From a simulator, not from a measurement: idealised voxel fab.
The process module that follows is named voxel transistor to metal.
FYI the section here is cut, 205 nm wide, cells are 5 nm squares.
This document writes a cross-section as a grid whose cells are square, and gives it as bands, listed from the top down; one or more rows of cells form a band.
First you get the band's top height and its bottom height, in nm, and then the materials it's made of, left to right, with each width in nm. If you see a single material with "throughout", that one covers the band edge to edge. "empty" is empty space.
Ref level 0: as-received wafer is one material below here. Bottom band extends down with no lower bound ("0 and below").
Width spec "30 to 40" -> top row of cells at first value, bottom row at second value, equal per-row change in between.
What does "nothing got changed" mean for a step? It means no cell of the cross-section changed in that step.
For the entry "Enclosed empty spaces", the listed items are empty spaces with no open way to the top whose size is 8 cells or more; each item follows the pattern width x height at distance, where distance is from the left edge and all three are in nm.
On a step's line, text after the settings is the simulator commenting on that step.
What "overlay nm" on a step's line means: if the step has a mask, that mask lay this far to the right of its planned place, or, when the value is negative, to the left.
## Process steps foreseen in the plan
1) RECEIVE, material Si
2) CONFORMAL_DEP, material SiO2, thk nm 5
3) CONFORMAL_DEP, material SiN, thk nm 15
4) MASKED_ETCH, tone cover, mask id ACTIVE, width nm 95, etch materials SiN, depth nm 15, overlay nm 0
5) MASKED_ETCH, tone cover, mask id ACTIVE, width nm 95, etch materials SiO2, depth nm 5, overlay nm 0
6) MASKED_ETCH, tone cover, mask id ACTIVE, width nm 95, etch materials Si, depth nm 25, overlay nm 0
7) FILL_DEP, material SiO2, thk nm 15
8) CMP, height nm 20
9) SELECTIVE_ETCH, etch materials SiO2, depth nm 15
10) STRIP, etch materials SiN
11) SELECTIVE_ETCH, etch materials SiO2, depth nm 5
12) OXIDIZE, depth nm 5
13) DIRECTIONAL_DEP, material polySi, thk nm 30
14) DIRECTIONAL_DEP, material SiCN, thk nm 15
15) DIRECTIONAL_DEP, material aC, thk nm 15
16) PATTERN, tone cover, mask id GATE, material resist, width nm 15, thk nm 35, overlay nm 0
17) DIRECTIONAL_ETCH, etch materials aC, depth nm 15
18) STRIP, etch materials resist
19) DIRECTIONAL_ETCH, etch materials SiCN, depth nm 25
20) DIRECTIONAL_ETCH, etch materials polySi, depth nm 40
21) STRIP, etch materials aC
22) CONFORMAL_DEP, material SiN, thk nm 5
23) DIRECTIONAL_ETCH, etch materials SiN, depth nm 5
24) DIRECTIONAL_ETCH, etch materials SiO2, depth nm 5
25) DIRECTIONAL_ETCH, etch materials Si, depth nm 15
26) EPI, material pSi, thk nm 20
27) FILL_DEP, material SiO2, thk nm 5
28) CMP, height nm 45
29) DIRECTIONAL_DEP, material SiO2, thk nm 15
30) PATTERN, tone open, mask id CONTACT, material resist, width nm 20, pitch nm 65, thk nm 15, overlay nm 0
31) DIRECTIONAL_ETCH, etch materials SiO2, depth nm 60
32) STRIP, etch materials resist
33) CONFORMAL_DEP, material TiN, thk nm 5
34) FILL_DEP, material W, thk nm 10
35) CMP, height nm 60
36) CONFORMAL_DEP, material SiCN, thk nm 5
37) DIRECTIONAL_DEP, material lowk, thk nm 20
38) MASKED_ETCH, tone open, mask id METAL_1, width nm 20, pitch nm 65, etch materials lowk, depth nm 20, overlay nm 0
39) MASKED_ETCH, tone open, mask id METAL_1, width nm 20, pitch nm 65, etch materials SiCN, depth nm 5, overlay nm 0
40) CONFORMAL_DEP, material TiN, thk nm 5
41) FILL_DEP, material Cu, thk nm 5
42) CMP, height nm 85
43) CONFORMAL_DEP, material SiCN, thk nm 5
44) DIRECTIONAL_DEP, material SiO2, thk nm 30
45) PATTERN, tone open, mask id METAL_2_HOLES, material resist, width nm 15, pitch nm 65, thk nm 15, overlay nm 0
46) DIRECTIONAL_ETCH, etch materials SiO2, depth nm 30
47) STRIP, etch materials resist
48) MASKED_ETCH, tone open, mask id METAL_2, width nm 20, pitch nm 65, etch materials SiO2, depth nm 15, overlay nm 0
49) MASKED_ETCH, tone open, mask id METAL_2, width nm 20, pitch nm 65, etch materials SiCN, depth nm 5, overlay nm 0
50) CONFORMAL_DEP, material TiN, thk nm 5
51) FILL_DEP, material Cu, thk nm 10
52) CMP, height nm 120
53) CONFORMAL_DEP, material SiCN, thk nm 5
## as received, after step 1
0 and below: Si throughout
Enclosed empty spaces: none
## Looking at the first of two wafers in cross-section at end of module - ran to plan
125 down to 120: SiCN throughout
120 down to 110: 60 of SiO2 / 5 of TiN / 10 of Cu / 5 of TiN / 45 of SiO2 / 5 of TiN / 10 of Cu / 5 of TiN / 60 of SiO2
110 down to 105: 60 of SiO2 / 5 of TiN / 5 of Cu / 10 of TiN / 45 of SiO2 / 5 of TiN / 5 of Cu / 10 of TiN / 60 of SiO2
105 down to 90: 60 of SiO2 / 5 of TiN / 5 of Cu / 5 of TiN / 50 of SiO2 / 5 of TiN / 5 of Cu / 5 of TiN / 65 of SiO2
90 down to 85: 60 of SiCN / 15 of TiN / 50 of SiCN / 15 of TiN / 65 of SiCN
85 down to 65: 60 of lowk / 5 of TiN / 10 of Cu / 5 of TiN / 45 of lowk / 5 of TiN / 10 of Cu / 5 of TiN / 60 of lowk
65 down to 60: 60 of SiCN / 20 of TiN / 45 of SiCN / 20 of TiN / 60 of SiCN
60 down to 45: 60 of SiO2 / 5 of TiN / 10 of W / 5 of TiN / 45 of SiO2 / 5 of TiN / 10 of W / 5 of TiN / 60 of SiO2
45 down to 30: 60 of SiO2 / 5 of TiN / 10 of W / 5 of TiN / 10 of SiO2 / 5 of SiN / 15 of SiCN / 5 of SiN / 10 of SiO2 / 5 of TiN / 10 of W / 5 of TiN / 60 of SiO2
30 down to 20: 60 of SiO2 / 5 of TiN / 10 of W / 5 of TiN / 10 of SiO2 / 5 of SiN / 15 of polySi / 5 of SiN / 10 of SiO2 / 5 of TiN / 10 of W / 5 of TiN / 60 of SiO2
20 down to 15: 60 of SiO2 / 20 of TiN / 10 of SiO2 / 5 of SiN / 15 of polySi / 5 of SiN / 10 of SiO2 / 20 of TiN / 60 of SiO2
15 down to 0: 60 of SiO2 / 10 of TiN / 20 of pSi / 5 of SiN / 15 of polySi / 5 of SiN / 20 of pSi / 10 of TiN / 60 of SiO2
0 down to -5: 50 of SiO2 / 40 of pSi / 25 of SiO2 / 40 of pSi / 50 of SiO2
-5 down to -20: 55 of SiO2 / 35 of pSi / 25 of Si / 35 of pSi / 55 of SiO2
-20 down to -25: 55 of SiO2 / 95 of Si / 55 of SiO2
-25 and below: Si throughout
Enclosed empty spaces: none
## second wafer at the end: like start, like plan, one mistake
125 down to 120: SiCN throughout
120 down to 110: 60 of SiO2 / 5 of TiN / 10 of Cu / 5 of TiN / 45 of SiO2 / 5 of TiN / 10 of Cu / 5 of TiN / 60 of SiO2
110 down to 105: 60 of SiO2 / 5 of TiN / 5 of Cu / 10 of TiN / 45 of SiO2 / 5 of TiN / 5 of Cu / 10 of TiN / 60 of SiO2
105 down to 90: 60 of SiO2 / 5 of TiN / 5 of Cu / 5 of TiN / 50 of SiO2 / 5 of TiN / 5 of Cu / 5 of TiN / 65 of SiO2
90 down to 85: 60 of SiCN / 15 of TiN / 50 of SiCN / 15 of TiN / 65 of SiCN
85 down to 80: 60 of lowk / 5 of TiN / 10 of Cu / 5 of TiN / 45 of lowk / 5 of TiN / 10 of Cu / 5 of TiN / 60 of lowk
80 down to 75: 60 of SiCN / 20 of TiN / 45 of SiCN / 20 of TiN / 60 of SiCN
75 down to 65: W throughout
65 down to 60: 65 of TiN / 10 of W / 55 of TiN / 10 of W / 65 of TiN
60 down to 45: 60 of SiO2 / 5 of TiN / 10 of W / 5 of TiN / 45 of SiO2 / 5 of TiN / 10 of W / 5 of TiN / 60 of SiO2
45 down to 30: 60 of SiO2 / 5 of TiN / 10 of W / 5 of TiN / 10 of SiO2 / 5 of SiN / 15 of SiCN / 5 of SiN / 10 of SiO2 / 5 of TiN / 10 of W / 5 of TiN / 60 of SiO2
30 down to 20: 60 of SiO2 / 5 of TiN / 10 of W / 5 of TiN / 10 of SiO2 / 5 of SiN / 15 of polySi / 5 of SiN / 10 of SiO2 / 5 of TiN / 10 of W / 5 of TiN / 60 of SiO2
20 down to 15: 60 of SiO2 / 20 of TiN / 10 of SiO2 / 5 of SiN / 15 of polySi / 5 of SiN / 10 of SiO2 / 20 of TiN / 60 of SiO2
15 down to 0: 60 of SiO2 / 10 of TiN / 20 of pSi / 5 of SiN / 15 of polySi / 5 of SiN / 20 of pSi / 10 of TiN / 60 of SiO2
0 down to -5: 50 of SiO2 / 40 of pSi / 25 of SiO2 / 40 of pSi / 50 of SiO2
-5 down to -20: 55 of SiO2 / 35 of pSi / 25 of Si / 35 of pSi / 55 of SiO2
-20 down to -25: 55 of SiO2 / 95 of Si / 55 of SiO2
-25 and below: Si throughout
Enclosed empty spaces: none
Misprocessing identified: plan step 35 skipped
Final comparison by cell count, materials where the second wafer has more or fewer than the first: -12 Cu, +25 TiN, +86 W, -99 lowk
